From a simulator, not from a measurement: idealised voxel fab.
process module | voxel wiring stack
The cross-section on display is named cut; it measures 260 nm wide, and its cells are 5 nm squares.
Cross-section = grid of square cells, listed top down in bands; band = one or more rows.
It is stipulated that each band's entry specify, in nanometres, the height of the top of the band and then that of its bottom, followed by the materials of the band in left-to-right sequence, each together with its width in nanometres. A single material marked by the word "full width" is understood to fill the band from edge to edge; the word "empty" is understood to denote empty space.
For the purposes of this specification, 0 denotes the height below which the wafer in its as-received condition is composed wholly of one material, and the lowermost band, lacking a lower limit, extends downward without end, as expressed in "0 nm and below".
The two numbers in a width such as "30 to 40" mark its ends across the band: the first belongs to the top row of cells, the second to the bottom row, and from each row to the next the width moves by the same amount.
Key: "no alteration" - step with no changed cell in the cross-section.
Enclosed voids (no open way to top), threshold 8 cells or more, entry "Sealed cavities", notation width x height at distance, distance from left edge, nm.
Where a step's line continues beyond its settings, the continuation is a remark by the simulator itself on that step.
On any step carrying a mask, the "overlay nm" setting, if present on the step's line, tells how far right of its planned place the mask lay; negative values point to the left.
The planned process steps are enumerated hereunder
| 1 | RECEIVE [material Si] |
| 2 | CONFORMAL_DEP [material SiO2] [thk nm 10] |
| 3 | CONFORMAL_DEP [material SiCN] [thk nm 5] |
| 4 | DIRECTIONAL_DEP [material SiO2] [thk nm 15] |
| 5 | PATTERN [tone open] [mask id METAL_1] [material resist] [width nm 30] [pitch nm 55] [thk nm 20] [overlay nm 0] |
| 6 | DIRECTIONAL_ETCH [etch materials SiO2] [depth nm 15] |
| 7 | DIRECTIONAL_ETCH [etch materials SiCN] [depth nm 5] |
| 8 | STRIP [etch materials resist] |
| 9 | CONFORMAL_DEP [material TiN] [thk nm 5] |
| 10 | FILL_DEP [material Cu] [thk nm 5] |
| 11 | CMP [height nm 30] |
| 12 | CONFORMAL_DEP [material SiCN] [thk nm 5] |
| 13 | DIRECTIONAL_DEP [material SiO2] [thk nm 20] |
| 14 | MASKED_ETCH [tone open] [mask id PLUG_1] [width nm 15] [pitch nm 55] [etch materials SiO2] [depth nm 20] [overlay nm 0] |
| 15 | MASKED_ETCH [tone open] [mask id PLUG_1] [width nm 15] [pitch nm 55] [etch materials SiCN] [depth nm 5] [overlay nm 0] |
| 16 | EPI [material Ru] [thk nm 10] |
| 17 | EPI [material Ru] [thk nm 10] |
| 18 | EPI [material Ru] [thk nm 5] |
| 19 | CONFORMAL_DEP [material SiCN] [thk nm 5] |
| 20 | DIRECTIONAL_DEP [material lowk] [thk nm 20] |
| 21 | PATTERN [tone open] [mask id METAL_2] [material resist] [width nm 30] [pitch nm 55] [thk nm 20] [overlay nm 0] |
| 22 | DIRECTIONAL_ETCH [etch materials lowk] [depth nm 20] |
| 23 | DIRECTIONAL_ETCH [etch materials SiCN] [depth nm 5] |
| 24 | STRIP [etch materials resist] |
| 25 | CONFORMAL_DEP [material TiN] [thk nm 5] |
| 26 | FILL_DEP [material Cu] [thk nm 10] |
| 27 | CMP [height nm 80] |
| 28 | CONFORMAL_DEP [material SiCN] [thk nm 5] |
| 29 | DIRECTIONAL_DEP [material lowk] [thk nm 30] |
| 30 | MASKED_ETCH [tone open] [mask id METAL_3_HOLES] [width nm 15] [pitch nm 55] [etch materials lowk] [depth nm 30] [overlay nm 0] |
| 31 | MASKED_ETCH [tone open] [mask id METAL_3] [width nm 30] [pitch nm 55] [etch materials lowk] [depth nm 20] [overlay nm 0] |
| 32 | MASKED_ETCH [tone open] [mask id METAL_3] [width nm 30] [pitch nm 55] [etch materials SiCN] [depth nm 5] [overlay nm 0] |
| 33 | CONFORMAL_DEP [material TiN] [thk nm 5] |
| 34 | FILL_DEP [material Cu] [thk nm 5] |
| 35 | CMP [height nm 115] |
| 36 | CONFORMAL_DEP [material SiCN] [thk nm 5] |
| 37 | DIRECTIONAL_DEP [material lowk] [thk nm 10] |
| 38 | DIRECTIONAL_DEP [material aC] [thk nm 10] |
| 39 | PATTERN [tone open] [mask id PLUG_3] [material resist] [width nm 15] [thk nm 25] [overlay nm 0] |
| 40 | DIRECTIONAL_ETCH [etch materials aC] [depth nm 10] |
| 41 | STRIP [etch materials resist] |
| 42 | DIRECTIONAL_ETCH [etch materials lowk] [depth nm 10] |
| 43 | DIRECTIONAL_ETCH [etch materials SiCN] [depth nm 5] |
| 44 | STRIP [etch materials aC] |
| 45 | CONFORMAL_DEP [material TiN] [thk nm 5] |
| 46 | FILL_DEP [material W] [thk nm 10] |
| 47 | CMP [height nm 130] |
| 48 | CONFORMAL_DEP [material SiN] [thk nm 5] |
| 49 | DIRECTIONAL_DEP [material lowk] [thk nm 25] |
| 50 | MASKED_ETCH [tone open] [mask id METAL_4] [width nm 30] [pitch nm 55] [etch materials lowk] [depth nm 25] [overlay nm 0] |
| 51 | MASKED_ETCH [tone open] [mask id METAL_4] [width nm 30] [pitch nm 55] [etch materials SiN] [depth nm 5] [overlay nm 0] |
| 52 | CONFORMAL_DEP [material TiN] [thk nm 5] |
| 53 | FILL_DEP [material Cu] [thk nm 5] |
| 54 | CMP [height nm 160] |
| 55 | EPI [material Ru] [thk nm 5] |
| 56 | FILL_DEP [material SiCN] [thk nm 5] |
Cross-section of the wafer upon arrival, representing the state reached after step 1
- 0 nm and below: Si full width
- Sealed cavities: none
Post-module cross-section: identical start and plan to those above, one misstep in execution
- 170 nm to 165 nm: SiCN full width
- 165 nm to 160 nm: SiCN=70  Ru=40  SiCN=15  Ru=40  SiCN=95
- 160 nm to 140 nm: lowk=75  TiN=5  Cu=20  TiN=5  lowk=25  TiN=5  Cu=20  TiN=5  lowk=100
- 140 nm to 135 nm: lowk=75  TiN=15  Cu=10  TiN=5  lowk=25  TiN=15  Cu=10  TiN=5  lowk=100
- 135 nm to 130 nm: SiN=85  TiN=20  SiN=35  TiN=20  SiN=100
- 130 nm to 120 nm: lowk=85  TiN=5  W=5  TiN=5  lowk=160
- 120 nm to 115 nm: SiCN=85  TiN=15  SiCN=160
- 115 nm to 100 nm: lowk=85  TiN=5  Cu=20  TiN=5  lowk=25  TiN=5  Cu=20  TiN=5  lowk=90
- 100 nm to 95 nm: lowk=85  TiN=5  Cu=5  TiN=20  lowk=25  TiN=5  Cu=5  TiN=20  lowk=90
- 95 nm to 85 nm: lowk=85  TiN=5  Cu=5  TiN=5  lowk=40  TiN=5  Cu=5  TiN=5  lowk=105
- 85 nm to 80 nm: SiCN=85  TiN=15  SiCN=40  TiN=15  SiCN=105
- 80 nm to 60 nm: lowk=85  TiN=5  Cu=20  TiN=5  lowk=25  TiN=5  Cu=20  TiN=5  lowk=90
- 60 nm to 55 nm: SiCN=85  TiN=30  SiCN=25  TiN=30  SiCN=90
- 55 nm to 35 nm: SiO2=85  Ru=15  SiO2=40  Ru=15  SiO2=105
- 35 nm to 30 nm: SiCN=85  Ru=15  SiCN=40  Ru=15  SiCN=105
- 30 nm to 15 nm: SiO2=85  TiN=5  Cu=20  TiN=5  SiO2=25  TiN=5  Cu=20  TiN=5  SiO2=90
- 15 nm to 10 nm: SiCN=85  TiN=30  SiCN=25  TiN=30  SiCN=90
- 10 nm to 0 nm: SiO2 full width
- 0 nm and below: Si full width
- Sealed cavities: none
Short version of what went wrong: for step 50, the planned setting was not used; the step was instead run as MASKED_ETCH [tone open] [mask id METAL_4] [width nm 30] [pitch nm 55] [etch materials lowk] [depth nm 25] [overlay nm -10]
